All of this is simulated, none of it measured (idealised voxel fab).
The document below concerns the process module designated voxel quadruple lines.
Section shown: cut. Width: 270 nm. Cell size: 5 nm, square.
Cross-sections here: square-cell grids, written as top-down lists of bands, a band being one or more rows of cells. Each band's line starts with the height of the band's top and of its bottom, in nm. Then come its materials from left to right, each with its width in nm. One material with "edge to edge" fills the band from edge to edge. "empty" is empty space. Heights are reckoned from 0. Under this level, the received wafer is all of one material. The bottommost band is open-ended downward, for example "from 0 down". A width such as "30->40" changes by the same amount from each row of cells to the next, from the band's top row to its bottom row. For the purposes of this document, the phrase "no alterations made" attached to a step denotes that no cell within the cross-section was modified by that step. "Cavities, sealed": sealed empty spaces, 8 cells or more, no open way to top, listed width x height at distance, with distance from the left edge and width, height and distance in nm. Anything after a step's settings on that line? It's the simulator's own note about the step. overlay nm: how far to the right of its planned place the mask lay on this masked step (negative: to the left).
[Below is the list of planned process steps]
1,RECEIVE [material Si]
2,CONFORMAL_DEP [material SiO2] [thk nm 10]
3,DIRECTIONAL_DEP [material TiN] [thk nm 10]
4,DIRECTIONAL_DEP [material polySi] [thk nm 15]
5,DIRECTIONAL_DEP [material aC] [thk nm 20]
6,PATTERN [tone cover] [mask id MANDREL] [material resist] [width nm 35] [thk nm 30] [overlay nm 0]
7,DIRECTIONAL_ETCH [etch materials aC] [depth nm 20]
8,STRIP [etch materials resist]
9,CONFORMAL_DEP [material SiO2] [thk nm 15]
10,DIRECTIONAL_ETCH [etch materials SiO2] [depth nm 15]
11,STRIP [etch materials aC]
12,DIRECTIONAL_ETCH [etch materials polySi] [depth nm 15]
13,STRIP [etch materials SiO2]
14,CONFORMAL_DEP [material SiN] [thk nm 10]
15,DIRECTIONAL_ETCH [etch materials SiN] [depth nm 10]
16,STRIP [etch materials polySi]
17,DIRECTIONAL_ETCH [etch materials TiN] [depth nm 5]
18,STRIP [etch materials SiN]
19,FILL_DEP [material SiO2] [thk nm 5]
20,CMP [height nm 20]
Don't read the plan's depth nm for step 17 as applying to every wafer: that's the first wafer's value, and the wafers differ in it, though they all start identical.
[Incoming state of the first of several wafers in cross-section: after step 1]
  from 0 down | Si edge to edge
  Cavities, sealed: none
[The figure below presents a cross-section of the first of several wafers at the conclusion of the module, following its last step, step 20]
  from 20 to 15 | SiO2 90 / TiN 10 / SiO2 15 / TiN 10 / SiO2 15 / TiN 10 / SiO2 15 / TiN 10 / SiO2 95
  from 15 to 10 | TiN edge to edge
  from 10 to 0 | SiO2 edge to edge
  from 0 down | Si edge to edge
  Cavities, sealed: none
[Cross-section, module end, final of several wafers]
  from 20 to 10 | SiO2 90 / TiN 10 / SiO2 15 / TiN 10 / SiO2 15 / TiN 10 / SiO2 15 / TiN 10 / SiO2 95
  from 10 to 0 | SiO2 edge to edge
  from 0 down | Si edge to edge
  Cavities, sealed: none
[Below, a row for every wafer. Read it as the end-of-module picture: for each material the wafer shows its cells gained (+) or lost (-) since it was received, and then its closed voids]
depth nm 5, +154 SiO2, +62 TiN, Cavities, sealed: none
depth nm 10, +200 SiO2, +16 TiN, Cavities, sealed: none
depth nm 15, +200 SiO2, +16 TiN, Cavities, sealed: none
depth nm 20, +200 SiO2, +16 TiN, Cavities, sealed: none
depth nm 25, +200 SiO2, +16 TiN, Cavities, sealed: none
